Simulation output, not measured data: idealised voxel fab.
process module | voxel quadruple lines
cross-section cut | 225 nm wide | cells 5 nm
A cross-section is a grid of square cells, given in bands from the top down. A band is one or more rows of cells.
Each band's line starts with the height of the band's top and of its bottom, in nm. Then come its materials from left to right, each with its width in nm. One material with "throughout" fills the band from edge to edge. "air" is empty space.
Height 0 is the level under which the wafer as received is all one material. The lowest band goes on downwards, as in "0 down".
A width such as "30 to 40" changes by the same amount from each row of cells to the next, from the band's top row to its bottom row.
"no change" after a step means that no cell of the cross-section changed.
closed voids: empty space of 8 cells or more with no open way to the top, each as width x height at its distance from the left edge, in nm
after a step's settings: what the simulator itself notes on the step
overlay nm, on a step with a mask: how far to the right of its planned place the mask lay; to the left if negative
plan
1 op RECEIVE | material Si
2 op CONFORMAL_DEP | material SiO2 | thk nm 5
3 op DIRECTIONAL_DEP | material W | thk nm 10
4 op DIRECTIONAL_DEP | material polySi | thk nm 15
5 op DIRECTIONAL_DEP | material aC | thk nm 20
6 op PATTERN | tone cover | mask id MANDREL | material resist | width nm 20 | thk nm 30 | overlay nm -15
7 op DIRECTIONAL_ETCH | etch materials aC | depth nm 20
8 op STRIP | etch materials resist
9 op CONFORMAL_DEP | material SiO2 | thk nm 10
10 op DIRECTIONAL_ETCH | etch materials SiO2 | depth nm 10
11 op STRIP | etch materials aC
12 op DIRECTIONAL_ETCH | etch materials polySi | depth nm 15
13 op STRIP | etch materials SiO2
14 op CONFORMAL_DEP | material SiCN | thk nm 5
15 op DIRECTIONAL_ETCH | etch materials SiCN | depth nm 5
16 op STRIP | etch materials polySi
17 op DIRECTIONAL_ETCH | etch materials W | depth nm 10
18 op STRIP | etch materials SiCN
19 op FILL_DEP | material SiO2 | thk nm 10
20 op CMP | height nm 15
varied across the wafers: overlay nm of step 6. The plan shows the first wafer's value. All wafers start alike
first wafer as received, after step 1
  0 down: Si throughout
  closed voids: none
each wafer at the end: cells of each material gained (+) or lost (-) since it was received, then its closed voids
overlay nm -15 | +127 SiO2 | +8 W | closed voids: none
overlay nm -10 | +127 SiO2 | +8 W | closed voids: none
overlay nm -5 | +127 SiO2 | +8 W | closed voids: none
overlay nm 0 | +127 SiO2 | +8 W | closed voids: none
overlay nm 5 | +127 SiO2 | +8 W | closed voids: none
overlay nm 10 | +127 SiO2 | +8 W | closed voids: none
overlay nm 15 | +127 SiO2 | +8 W | closed voids: none
